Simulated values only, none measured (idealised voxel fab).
The document below concerns the process module designated voxel air gaps.
In the cross-section labelled cut, the width is 280 nm and each square cell is 5 nm.
In what follows, cross-sections appear as grids of square cells, described through bands that run from the top down, where every band is one or more rows of cells. In this notation a band is specified by the heights of its top and bottom, in that order and in nm, after which its materials appear from left to right, each paired with its width in nm. The word "everywhere" attached to a single material means that material fills the band from edge to edge; the word "air" stands for empty space. Zero point of the height axis is 0; under it, received wafer = one material. Lowest band: continues down indefinitely, "0 nm and below". The notation "30->40" denotes a width that varies across the rows of cells in the band, beginning at the first number in the top row, finishing at the second number in the bottom row, and changing by an identical amount from each row to the next. "everything unchanged" -> step changed no cross-section cell. Closed empty spaces (no open way to the top) of 8 cells or more are what "Enclosed voids" lists, each as width x height at distance from the left edge, nm for all three. Step line, after settings: the simulator's comment on this step. When a step includes a mask, the "overlay nm" setting on its line states how far to the right of its planned place that mask lay, and negative values state how far to the left.

HERE'S WHAT THE PLANNED PROCESS STEPS LOOK LIKE
1 RECEIVE,material Si
2 CONFORMAL_DEP,material SiO2,thk nm 10
3 CONFORMAL_DEP,material SiCN,thk nm 5
4 DIRECTIONAL_DEP,material SiO2,thk nm 35
5 MASKED_ETCH,tone open,mask id LINES,width nm 25,pitch nm 50,etch materials SiO2,depth nm 35,overlay nm 0
6 CONFORMAL_DEP,material TiN,thk nm 5
7 FILL_DEP,material Cu,thk nm 10
8 CMP,height nm 50
9 EPI,material Ru,thk nm 10
10 SELECTIVE_ETCH,etch materials SiO2,depth nm 45
11 CONFORMAL_DEP,material SiCN,thk nm 5

WAFER CROSS-SECTION ON RECEIPT, I.E. AFTER STEP 1
* 0 nm and below = Si everywhere
* Enclosed voids: none

END STATE OF THE MODULE IN CROSS-SECTION, GIVEN THE ABOVE STARTING POINT AND PLAN AND ONE MISTAKE IN EXECUTION
* 65 nm to 50 nm = air (35) | Ru (205) | air (40)
* 50 nm to 45 nm = air (35) | Ru (15) | TiN (5) | Cu (15) | TiN (5) | Ru (25) | TiN (5) | Cu (15) | TiN (5) | Ru (25) | TiN (5) | Cu (15) | TiN (5) | Ru (25) | TiN (5) | Cu (15) | TiN (5) | Ru (15) | air (40)
* 45 nm to 20 nm = air (45) | Ru (5) | TiN (5) | Cu (15) | TiN (5) | Ru (5) | air (15) | Ru (5) | TiN (5) | Cu (15) | TiN (5) | Ru (5) | air (15) | Ru (5) | TiN (5) | Cu (15) | TiN (5) | Ru (5) | air (15) | Ru (5) | TiN (5) | Cu (15) | TiN (5) | Ru (5) | air (50)
* 20 nm to 15 nm = Ru (50) | TiN (25) | Ru (25) | TiN (25) | Ru (25) | TiN (25) | Ru (25) | TiN (25) | Ru (55)
* 15 nm to 10 nm = SiCN everywhere
* 10 nm to 0 nm = SiO2 everywhere
* 0 nm and below = Si everywhere
* Enclosed voids: 15 x 25 at 80; 15 x 25 at 130; 15 x 25 at 180
What went wrong in running the wafer? step 11 ran differently from the plan; actual operation with settings: CONFORMAL_DEP,material Ru,thk nm 5
